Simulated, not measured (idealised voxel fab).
process module | voxel gate over fins
cross-section cut | 290 nm wide | cells 5 nm
A cross-section is a grid of square cells, given in bands from the top down. A band is one or more rows of cells.
Each band's line starts with the height of the band's top and of its bottom, in nm. Then come its materials from left to right, each with its width in nm. One material with "throughout" fills the band from edge to edge. "air" is empty space.
Height 0 is the level under which the wafer as received is all one material. The lowest band goes on downwards, as in "0 down".
A width such as "30 to 40" changes by the same amount from each row of cells to the next, from the band's top row to its bottom row.
"no change" after a step means that no cell of the cross-section changed.
closed voids: empty space of 8 cells or more with no open way to the top, each as width x height at its distance from the left edge, in nm
after a step's settings: what the simulator itself notes on the step
overlay nm, on a step with a mask: how far to the right of its planned place the mask lay; to the left if negative
plan
1 op RECEIVE | material Si
2 op CONFORMAL_DEP | material SiN | thk nm 5
3 op DIRECTIONAL_DEP | material aC | thk nm 10
4 op PATTERN | tone cover | mask id FINS | material resist | width nm 15 | pitch nm 55 | thk nm 30 | overlay nm 0
5 op DIRECTIONAL_ETCH | etch materials aC | depth nm 10
6 op STRIP | etch materials resist
7 op DIRECTIONAL_ETCH | etch materials SiN | depth nm 5
8 op DIRECTIONAL_ETCH | etch materials Si | depth nm 35
9 op STRIP | etch materials aC
10 op FILL_DEP | material SiO2 | thk nm 15
11 op CMP | height nm 5
12 op DIRECTIONAL_DEP | material aC | thk nm 15
13 op PATTERN | tone open | mask id RAIL | material resist | width nm 15 | thk nm 35 | overlay nm 0
14 op DIRECTIONAL_ETCH | etch materials aC | depth nm 15
15 op STRIP | etch materials resist
16 op DIRECTIONAL_ETCH | etch materials SiO2 | depth nm 35
17 op STRIP | etch materials aC
18 op CONFORMAL_DEP | material TiN | thk nm 5
19 op FILL_DEP | material Ru | thk nm 5
20 op CMP | height nm 5
21 op SELECTIVE_ETCH | etch materials W Ru TiN | depth nm 20
22 op FILL_DEP | material SiO2 | thk nm 5
23 op CMP | height nm 5
24 op SELECTIVE_ETCH | etch materials SiO2 | depth nm 15
25 op STRIP | etch materials SiN
26 op CONFORMAL_DEP | material HfO2 | thk nm 5
27 op CONFORMAL_DEP | material TiN | thk nm 5
28 op CONFORMAL_DEP | material TiAl | thk nm 5
29 op CONFORMAL_DEP | material TiN | thk nm 5
30 op FILL_DEP | material W | thk nm 15
31 op CMP | height nm 30
32 op CONFORMAL_DEP | material SiCN | thk nm 10
as received, after step 1
  0 down: Si throughout
  closed voids: none
a wafer at the end: this start, this plan, one mistake
  40 to 30: SiCN throughout
  30 to 20: W throughout
  20 to 15: W 90 | TiN 110 | W 90
  15 to 10: W 90 | TiN 5 | TiAl 45 | TiN 10 | TiAl 45 | TiN 5 | W 90
  10 to 5: TiN 95 | TiAl 5 | TiN 35 | TiAl 5 | TiN 10 | TiAl 5 | TiN 35 | TiAl 5 | TiN 95
  5 to 0: TiAl 100 | TiN 5 | HfO2 25 | TiN 5 | TiAl 20 | TiN 5 | HfO2 25 | TiN 5 | TiAl 100
  0 to -5: TiN 105 | HfO2 5 | Si 15 | HfO2 5 | TiN 30 | HfO2 5 | Si 15 | HfO2 5 | TiN 105
  -5 to -10: HfO2 110 | Si 15 | HfO2 40 | Si 15 | HfO2 110
  -10 to -15: SiO2 110 | Si 15 | SiO2 40 | Si 15 | SiO2 110
  -15 to -35: W 110 | Si 15 | W 40 | Si 15 | W 110
  -35 down: Si throughout
  closed voids: none
what went wrong: step 10 ran as: op FILL_DEP | material W | thk nm 15
